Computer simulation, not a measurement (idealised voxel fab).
Process module, titled voxel lift off
Square cells of 5 nm make up the cross-section cut, whose width is 190 nm.
Square cells in a grid make up a cross-section in this document, and the grid is given as bands, listed from the top down, each one or more rows of cells.
Top height, bottom height, nm. Materials left to right, width each, nm. Single material + "throughout" = fills band edge to edge. "empty" = empty.
All heights in this document are referenced to 0, defined as the level beneath which the wafer, as received, consists entirely of one material. The lowest band is not bounded below; it extends indefinitely downward and is written in the form "z 0 and below".
Width "30 to 40": first value at the band's top row of cells, second value at its bottom row, equal change from row to row.
Given "changes: none" for a step, no cell of the cross-section differs between before and after that step.
"Fully enclosed voids" lists enclosed empty spaces (at least 8 cells, no open path upward to the top), each as width x height at distance from the left edge, in nm.
after a step's settings: what the simulator itself notes on the step
Steps that use a mask can have "overlay nm" on their line. It says how far the mask sat to the right of where it was meant to be. Negative means to the left.
### This section lists the process steps that were planned
1. op RECEIVE | material Si
2. op CONFORMAL_DEP | material SiN | thk nm 15
3. op PATTERN | tone open | mask id LINES | material resist | width nm 20 | pitch nm 50 | thk nm 30 | overlay nm 0
4. op DIRECTIONAL_DEP | material Ru | thk nm 15
5. op STRIP | etch materials resist
6. op CONFORMAL_DEP | material SiO2 | thk nm 5
The value of width nm given for step 3 in the plan refers to the first wafer; the wafers vary in this setting and are alike at the start.
### Here's the first of the wafers in cross-section, just as we got it, i.e. after step 1
> z 0 and below = Si throughout
> Fully enclosed voids: none
### Heads up, this table goes wafer by wafer. A row tells you, at the end of the module, how many cells of each material that wafer has put on (+) or dropped (-) since it was received, and then its closed voids
width nm 20, +36 Ru, +114 SiN, +56 SiO2, Fully enclosed voids: none
width nm 25, +45 Ru, +114 SiN, +56 SiO2, Fully enclosed voids: none
width nm 30, +54 Ru, +114 SiN, +56 SiO2, Fully enclosed voids: none
width nm 35, +63 Ru, +114 SiN, +56 SiO2, Fully enclosed voids: none
